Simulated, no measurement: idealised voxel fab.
Process module under the name voxel gate over fins
This is section cut - it's 295 nm across, gridded in 5 nm square cells.
In this document a cross-section is written as a grid of square cells. It is given as a series of bands, listed from the top down, and a band is one or more rows of cells.
In this notation a band is specified by the heights of its top and bottom, in that order and in nm, after which its materials appear from left to right, each paired with its width in nm. The word "edge to edge" attached to a single material means that material fills the band from edge to edge; the word "air" stands for empty space.
Heights are reckoned from 0. Under this level, the received wafer is all of one material. The bottommost band is open-ended downward, for example "top 0, no bottom".
Width: "30 to 40" (first number = top row, second number = bottom row, same change from row to row of cells).
Any step labelled "nothing changed" changed none of the cells in the cross-section.
Closed empty spaces (no open way to the top) of 8 cells or more are what "Voids lacking openings" lists, each as width x height at distance from the left edge, nm for all three.
Note: text after step settings on the step line = simulator remark on that step.
"overlay nm" on a masked step: distance the mask lay right of its planned place, negative for left.
### Below is the list of planned process steps
1) op RECEIVE | material Si
2) op CONFORMAL_DEP | material SiN | thk nm 10
3) op PATTERN | tone cover | mask id FINS | material resist | width nm 15 | pitch nm 45 | thk nm 20 | overlay nm 0
4) op DIRECTIONAL_ETCH | etch materials SiN | depth nm 10
5) op DIRECTIONAL_ETCH | etch materials Si | depth nm 40
6) op STRIP | etch materials resist
7) op OXIDIZE | depth nm 5
8) op FILL_DEP | material SiO2 | thk nm 15
9) op CMP | height nm 10
10) op SELECTIVE_ETCH | etch materials SiO2 | depth nm 20
11) op STRIP | etch materials SiN
12) op CONFORMAL_DEP | material HfO2 | thk nm 5
13) op CONFORMAL_DEP | material TiN | thk nm 5
14) op FILL_DEP | material W | thk nm 10
15) op CMP | height nm 15
16) op CONFORMAL_DEP | material SiN | thk nm 10
### Cross-section, incoming material, after step 1
  top 0, no bottom | Si edge to edge
  Voids lacking openings: none
### Starting structure and process plan are as shown above, but one mistake was made in running the module; the wafer cross-section at the end of the module follows
  top 25, bottom 15 | SiN edge to edge
  top 15, bottom 10 | W edge to edge
  top 10, bottom 5 | 110 W; 25 HfO2; 20 W; 25 HfO2; 115 W
  top 5, bottom 0 | 110 W; 5 HfO2; 15 TiN; 5 HfO2; 20 W; 5 HfO2; 15 TiN; 5 HfO2; 115 W
  top 0, bottom -5 | 115 HfO2; 5 TiN; 5 Si; 5 TiN; 30 HfO2; 5 TiN; 5 Si; 5 TiN; 120 HfO2
  top -5, bottom -10 | 120 TiN; 5 Si; 40 TiN; 5 Si; 125 TiN
  top -10, bottom -45 | 120 SiO2; 5 Si; 40 SiO2; 5 Si; 125 SiO2
  top -45, no bottom | Si edge to edge
  Voids lacking openings: none
Run error: swap of plan steps 12 and 13 during execution
